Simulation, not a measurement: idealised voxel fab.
Name of the process module below: voxel transistor to metal
In the cross-section labelled cut, the width is 180 nm and each square cell is 5 nm.
For the purposes of this document, a cross-section shall be understood as a grid of square cells, specified as bands listed in top-to-bottom order, each band consisting of one or more rows of cells.
Heights first: top, then bottom, in nm. Then materials, left to right, each with a width in nm. "full width" on a single material: fills the band edge to edge. "air": empty space.
Heights are expressed relative to 0, this being the level below which the as-received wafer comprises one material exclusively. The lowest band is unbounded in the downward direction and is denoted as in "0..down".
The notation "30..40" denotes a width that varies across the rows of cells in the band, beginning at the first number in the top row, finishing at the second number in the bottom row, and changing by an identical amount from each row to the next.
A step reported as "left unchanged" is a step in which no cell of the cross-section changed.
Basically, "Entrapped void list" tells you about the enclosed voids: empty spaces with no open way to the top, 8 cells or bigger, each written width x height at distance, where distance is from the left edge, all in nm.
The remark found on a step's line after its settings is issued by the simulator itself and pertains to that step.
For masked steps, "overlay nm" on the step line gives how far right of plan the mask actually lay; a minus sign means it lay to the left.

Planned step list for the process:
- 1: RECEIVE,material Si
- 2: CONFORMAL_DEP,material SiO2,thk nm 5
- 3: CONFORMAL_DEP,material SiN,thk nm 10
- 4: MASKED_ETCH,tone cover,mask id ACTIVE,width nm 110,etch materials SiN,depth nm 10,overlay nm 0
- 5: MASKED_ETCH,tone cover,mask id ACTIVE,width nm 110,etch materials SiO2,depth nm 5,overlay nm 0
- 6: MASKED_ETCH,tone cover,mask id ACTIVE,width nm 110,etch materials Si,depth nm 30,overlay nm 0
- 7: OXIDIZE,depth nm 5
- 8: FILL_DEP,material SiO2,thk nm 5
- 9: CMP,height nm 15
- 10: SELECTIVE_ETCH,etch materials SiO2,depth nm 10
- 11: STRIP,etch materials SiN
- 12: SELECTIVE_ETCH,etch materials SiO2,depth nm 5
- 13: OXIDIZE,depth nm 5
- 14: DIRECTIONAL_DEP,material polySi,thk nm 20
- 15: DIRECTIONAL_DEP,material SiCN,thk nm 10
- 16: PATTERN,tone cover,mask id GATE,material resist,width nm 30,thk nm 15,overlay nm 0
- 17: DIRECTIONAL_ETCH,etch materials SiCN,depth nm 20
- 18: DIRECTIONAL_ETCH,etch materials polySi,depth nm 30
- 19: STRIP,etch materials resist
- 20: CONFORMAL_DEP,material SiN,thk nm 10
- 21: DIRECTIONAL_ETCH,etch materials SiN,depth nm 10
- 22: DIRECTIONAL_ETCH,etch materials SiO2,depth nm 5
- 23: EPI,material pSi,thk nm 5
- 24: FILL_DEP,material SiO2,thk nm 10
- 25: CMP,height nm 20
- 26: STRIP,etch materials polySi
- 27: SELECTIVE_ETCH,etch materials SiO2,depth nm 5
- 28: CONFORMAL_DEP,material HfO2,thk nm 5
- 29: CONFORMAL_DEP,material TiN,thk nm 5
- 30: FILL_DEP,material W,thk nm 10
- 31: CMP,height nm 15
- 32: DIRECTIONAL_DEP,material SiO2,thk nm 10
- 33: MASKED_ETCH,tone open,mask id CONTACT,width nm 20,pitch nm 80,etch materials SiO2,depth nm 25,overlay nm 0
- 34: CONFORMAL_DEP,material TiN,thk nm 5
- 35: FILL_DEP,material Ru,thk nm 5
- 36: CMP,height nm 25
- 37: CONFORMAL_DEP,material SiN,thk nm 5
- 38: DIRECTIONAL_DEP,material lowk,thk nm 20
- 39: DIRECTIONAL_DEP,material aC,thk nm 15
- 40: PATTERN,tone open,mask id METAL_1,material resist,width nm 20,pitch nm 80,thk nm 30,overlay nm 0
- 41: DIRECTIONAL_ETCH,etch materials aC,depth nm 15
- 42: STRIP,etch materials resist
- 43: DIRECTIONAL_ETCH,etch materials lowk,depth nm 20
- 44: DIRECTIONAL_ETCH,etch materials SiN,depth nm 5
- 45: STRIP,etch materials aC
- 46: CONFORMAL_DEP,material TiN,thk nm 5
- 47: FILL_DEP,material Cu,thk nm 5
- 48: CMP,height nm 50
- 49: CONFORMAL_DEP,material SiCN,thk nm 5
- 50: DIRECTIONAL_DEP,material SiO2,thk nm 30
- 51: MASKED_ETCH,tone open,mask id METAL_2_HOLES,width nm 15,pitch nm 80,etch materials SiO2,depth nm 30,overlay nm 0
- 52: MASKED_ETCH,tone open,mask id METAL_2,width nm 20,pitch nm 80,etch materials SiO2,depth nm 20,overlay nm 0
- 53: MASKED_ETCH,tone open,mask id METAL_2,width nm 20,pitch nm 80,etch materials SiCN,depth nm 5,overlay nm 0
- 54: CONFORMAL_DEP,material TiN,thk nm 5
- 55: FILL_DEP,material Ru,thk nm 10
- 56: CMP,height nm 85
- 57: CONFORMAL_DEP,material SiN,thk nm 5

Delivered wafer in cross-section: state after step 1:
    0..down | Si full width
    Entrapped void list: none

One mistake in running the module, otherwise start and plan as above: cross-section at the end:
    90..85 | SiN full width
    85..70 | SiO2 (40); TiN (5); Ru (10); TiN (5); SiO2 (60); TiN (5); Ru (10); TiN (5); SiO2 (40)
    70..65 | SiO2 (40); TiN (5); Ru (5); TiN (10); SiO2 (60); TiN (5); Ru (5); TiN (10); SiO2 (40)
    65..55 | SiO2 (40); TiN (5); Ru (5); TiN (5); SiO2 (65); TiN (5); Ru (5); TiN (5); SiO2 (45)
    55..50 | SiCN (40); TiN (15); SiCN (65); TiN (15); SiCN (45)
    50..30 | lowk (40); TiN (5); Cu (10); TiN (5); lowk (60); TiN (5); Cu (10); TiN (5); lowk (40)
    30..25 | SiN (40); TiN (20); SiN (60); TiN (20); SiN (40)
    25..15 | SiO2 (40); TiN (5); Ru (10); TiN (5); SiO2 (60); TiN (5); Ru (10); TiN (5); SiO2 (40)
    15..5 | SiO2 (40); TiN (5); Ru (10); TiN (5); SiO2 (10); SiN (10); HfO2 (5); TiN (10); HfO2 (5); SiN (10); SiO2 (10); TiN (5); Ru (10); TiN (5); SiO2 (40)
    5..0 | SiO2 (40); TiN (20); SiO2 (10); SiN (10); HfO2 (5); TiN (10); HfO2 (5); SiN (10); SiO2 (10); TiN (20); SiO2 (40)
    0..-5 | SiO2 (35); pSi (35); SiO2 (5); HfO2 (30); SiO2 (5); pSi (35); SiO2 (35)
    -5..-35 | SiO2 (40); Si (100); SiO2 (40)
    -35..down | Si full width
    Entrapped void list: none
Misprocessing identified: step 16 changed vs plan, executed as PATTERN,tone cover,mask id GATE,material resist,width nm 20,thk nm 15,overlay nm 0
